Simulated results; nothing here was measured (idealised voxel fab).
Herein follows the process module entitled voxel gate over fins.
This is section cut - it's 300 nm across, gridded in 5 nm square cells.
For the purposes of this document, a cross-section shall be understood as a grid of square cells, specified as bands listed in top-to-bottom order, each band consisting of one or more rows of cells. Basically the band line says how high the top is and how high the bottom is, in nm, and then what's in it from left to right, every material with its width in nm. Empty space shows up as "empty", and if a single material carries "edge to edge" it runs the full band edge to edge. Counting heights begins at 0, where everything beneath is, in the wafer as received, one material. The lowest band has no bottom; it goes on downwards, as "0 down" shows. A width given as "30->40" starts at the first number in the band's top row and ends at the second number in its bottom row, shifting by an equal amount at every step from row to row. The cross-section has no changed cell in any step marked "no change occurred". In "Trapped voids" the enclosed voids are listed, meaning empty spaces of 8 cells or larger without any opening to the top. The form is width x height at distance, distance from the left edge, units nm. Post-settings text on a step line: simulator's own remark regarding the step. On any step carrying a mask, the "overlay nm" setting, if present on the step's line, tells how far right of its planned place the mask lay; negative values point to the left.
## These are the steps we planned for the process
1) RECEIVE | material Si
2) CONFORMAL_DEP | material SiN | thk nm 10
3) PATTERN | tone cover | mask id FINS | material resist | width nm 15 | pitch nm 40 | thk nm 15 | overlay nm 0
4) DIRECTIONAL_ETCH | etch materials SiN | depth nm 10
5) DIRECTIONAL_ETCH | etch materials Si | depth nm 35
6) STRIP | etch materials resist
7) FILL_DEP | material SiO2 | thk nm 15
8) CMP | height nm 10
9) SELECTIVE_ETCH | etch materials SiO2 | depth nm 25
10) STRIP | etch materials SiN
11) CONFORMAL_DEP | material HfO2 | thk nm 5
12) CONFORMAL_DEP | material TiN | thk nm 5
13) FILL_DEP | material W | thk nm 15
14) CMP | height nm 20
15) CONFORMAL_DEP | material SiN | thk nm 5
## Wafer at receipt (post step 1), cross-section
	0 down | Si edge to edge
	Trapped voids: none
## First of two wafers, end-of-module section, run followed plan
	25 to 20 | SiN edge to edge
	20 to 10 | W edge to edge
	10 to 5 | 110 of W, 35 of TiN, 5 of W, 35 of TiN, 115 of W
	5 to 0 | 110 of W, 5 of TiN, 25 of HfO2, 5 of TiN, 5 of W, 5 of TiN, 25 of HfO2, 5 of TiN, 115 of W
	0 to -5 | 110 of W, 5 of TiN, 5 of HfO2, 15 of Si, 5 of HfO2, 5 of TiN, 5 of W, 5 of TiN, 5 of HfO2, 15 of Si, 5 of HfO2, 5 of TiN, 115 of W
	-5 to -10 | 115 of TiN, 5 of HfO2, 15 of Si, 5 of HfO2, 15 of TiN, 5 of HfO2, 15 of Si, 5 of HfO2, 120 of TiN
	-10 to -15 | 120 of HfO2, 15 of Si, 25 of HfO2, 15 of Si, 125 of HfO2
	-15 to -35 | 120 of SiO2, 15 of Si, 25 of SiO2, 15 of Si, 125 of SiO2
	-35 down | Si edge to edge
	Trapped voids: none
## Wafer two, sectioned after the module: the first wafer's start, the first wafer's plan, and one mistake in how it was run
	25 to 20 | SiN edge to edge
	20 to 10 | W edge to edge
	10 to 5 | TiN edge to edge
	5 to 0 | 125 of HfO2, 5 of TiN, 35 of HfO2, 5 of TiN, 130 of HfO2
	0 to -10 | 120 of Si, 5 of HfO2, 5 of TiN, 5 of HfO2, 25 of Si, 5 of HfO2, 5 of TiN, 5 of HfO2, 125 of Si
	-10 to -15 | 120 of Si, 15 of HfO2, 25 of Si, 15 of HfO2, 125 of Si
	-15 to -35 | 120 of Si, 15 of SiO2, 25 of Si, 15 of SiO2, 125 of Si
	-35 down | Si edge to edge
	Trapped voids: none
Heads up, the wafer didn't run the way we planned it: step 3 ran as: PATTERN | tone open | mask id FINS | material resist | width nm 15 | pitch nm 40 | thk nm 15 | overlay nm 0
at the end the second wafer has, in cells: Si: 336 more; SiO2: 192 fewer; TiN: 6 fewer; W: 138 fewer
